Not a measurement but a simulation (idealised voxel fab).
Title: Process Module voxel fin reveal
This is section cut - it's 200 nm across, gridded in 5 nm square cells.
Format of a cross-section: grid, square cells. Given as bands. Order: top down. Band: one or more rows of cells. What a band's entry tells you: where the top is and where the bottom is, as heights in nm, and after that what lies inside, material by material from left to right, each with its width in nm. Empty space is written as the word "empty", and a single material marked with the word "full width" occupies the band from edge to edge. It should be noted that heights are counted from 0, beneath which the wafer as supplied is of one material throughout, and that the lowest band possesses no lower boundary but continues downward, as written in "0 -> down". With a width like "30->40", each row of cells in the band differs from the next by the same amount, the top row carrying the first number and the bottom row the second. "no alterations made" (step): cross-section cells unchanged, all of them. In the "Encapsulated voids" entry, you get each enclosed empty space of 8 cells or more, one with no open way to the top, written width x height at distance, distance from the left edge, in nm. Post-settings text on a step line: simulator's own remark regarding the step. Each step line may optionally specify "overlay nm", which for a step with a mask gives the rightward distance between the mask's planned place and where it lay, a negative value indicating the leftward direction.
**Steps in the process plan**
1,RECEIVE with material Si
2,CONFORMAL_DEP with material SiN, thk nm 5
3,PATTERN with tone cover, mask id FINS, material resist, width nm 15, pitch nm 45, thk nm 20, overlay nm 0
4,DIRECTIONAL_ETCH with etch materials SiN, depth nm 5
5,DIRECTIONAL_ETCH with etch materials Si, depth nm 40
6,STRIP with etch materials resist
7,OXIDIZE with depth nm 5
8,FILL_DEP with material SiO2, thk nm 5
9,CMP with height nm 5
10,SELECTIVE_ETCH with etch materials SiO2, depth nm 35
11,STRIP with etch materials SiN
**Cross-sectional view of the wafer in its as-received condition, corresponding to the state after step 1**
* 0 -> down = Si full width
* Encapsulated voids: none
**Cross-sectional view of the first of the two wafers upon completion of the module, processed in accordance with the plan**
* 0 -> -30 = 50 of empty, then 5 of Si, then 40 of empty, then 5 of Si, then 40 of empty, then 5 of Si, then 55 of empty
* -30 -> -45 = 50 of SiO2, then 5 of Si, then 40 of SiO2, then 5 of Si, then 40 of SiO2, then 5 of Si, then 55 of SiO2
* -45 -> down = Si full width
* Encapsulated voids: none
**Cross-section at end of module for the second wafer of two, which matched the first in starting point and plan and differed by one mistake in its processing**
* 0 -> -30 = 50 of empty, then 5 of Si, then 40 of empty, then 5 of Si, then 40 of empty, then 5 of Si, then 55 of empty
* -30 -> -35 = 50 of SiO2, then 5 of Si, then 40 of SiO2, then 5 of Si, then 40 of SiO2, then 5 of Si, then 55 of SiO2
* -35 -> down = Si full width
* Encapsulated voids: none
Diagnosis: note that step 5 departed from the planned setting and was carried out as DIRECTIONAL_ETCH with etch materials Si, depth nm 30
At the finish, the second wafer shows more or fewer cells for some materials than the first does: +74 Si, -74 SiO2
